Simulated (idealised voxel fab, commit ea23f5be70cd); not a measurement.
Presented below is a process module, voxel self aligned vias.
This is section cut - it's 155 nm across, gridded in 5 nm square cells.
For the purposes of this document, a cross-section shall be understood as a grid of square cells, specified as bands listed in top-to-bottom order, each band consisting of one or more rows of cells. Band entry format. Leading values: height of top, height of bottom, nm. Remainder: materials in left-to-right order, each with its width in nm. Special words: "all across" on a single material, which then fills the band edge to edge; "empty", empty space. Where do heights start? At 0: under that level the wafer as delivered is made of one material only. And the lowest band has no floor; it just carries on downward, as in "0 and below". Width "30..40": first value at the band's top row of cells, second value at its bottom row, equal change from row to row. The cross-section has no changed cell in any step marked "identical to before". What "Internal closed voids" gives you is every empty space of 8 cells or more that is cut off from the top. Each appears as width x height at distance, with the distance taken from the left edge and width, height and distance all in nm. What comes after the settings on a step's line is commentary from the simulator itself on that step. overlay nm: mask offset rightward from planned place, masked step; negative means leftward offset.

## This section lists the process steps that were planned
step 1: RECEIVE (material Si)
step 2: CONFORMAL_DEP (material SiO2; thk nm 10)
step 3: CONFORMAL_DEP (material SiCN; thk nm 5)
step 4: DIRECTIONAL_DEP (material SiO2; thk nm 20)
step 5: DIRECTIONAL_DEP (material aC; thk nm 15)
step 6: PATTERN (tone open; mask id LINES; material resist; width nm 25; pitch nm 60; thk nm 35; overlay nm 0)
step 7: DIRECTIONAL_ETCH (etch materials aC; depth nm 15)
step 8: STRIP (etch materials resist)
step 9: DIRECTIONAL_ETCH (etch materials SiO2; depth nm 20)
step 10: STRIP (etch materials aC)
step 11: CONFORMAL_DEP (material TiN; thk nm 5)
step 12: FILL_DEP (material W; thk nm 10)
step 13: CMP (height nm 35)
step 14: SELECTIVE_ETCH (etch materials W Ru TiN; depth nm 10)
step 15: FILL_DEP (material SiN; thk nm 10)
step 16: CMP (height nm 35)
step 17: DIRECTIONAL_DEP (material SiO2; thk nm 15)
step 18: PATTERN (tone open; mask id VIAS; material resist; width nm 35; pitch nm 60; thk nm 15; overlay nm -15)
step 19: DIRECTIONAL_ETCH (etch materials SiO2; depth nm 15)
step 20: DIRECTIONAL_ETCH (etch materials SiN; depth nm 10)
step 21: STRIP (etch materials resist)
step 22: CONFORMAL_DEP (material TiN; thk nm 5)
step 23: FILL_DEP (material W; thk nm 5)
step 24: CMP (height nm 50)
step 25: CONFORMAL_DEP (material SiCN; thk nm 5)
The plan shows the overlay nm of step 18 as the first wafer had it; this setting differs between the wafers, which start out alike.

## After step 1, as received: first of several wafers, cross-section
  0 and below  Si all across
  Internal closed voids: none

## The following table contains a row per wafer, in which are reported, at the conclusion of the module, the cells of each material gained (+) or lost (-) since the wafer's receipt, with its closed voids given thereafter
overlay nm -15; +62 SiCN; +8 SiN; +197 SiO2; +44 TiN; +30 W; Internal closed voids: none
overlay nm -10; +62 SiCN; +4 SiN; +197 SiO2; +44 TiN; +34 W; Internal closed voids: none
overlay nm -5; +62 SiCN; +197 SiO2; +44 TiN; +38 W; Internal closed voids: none
overlay nm 0; +62 SiCN; +197 SiO2; +44 TiN; +38 W; Internal closed voids: none
overlay nm 5; +62 SiCN; +197 SiO2; +44 TiN; +38 W; Internal closed voids: none
overlay nm 10; +62 SiCN; +4 SiN; +197 SiO2; +44 TiN; +34 W; Internal closed voids: none
overlay nm 15; +62 SiCN; +8 SiN; +197 SiO2; +44 TiN; +30 W; Internal closed voids: none
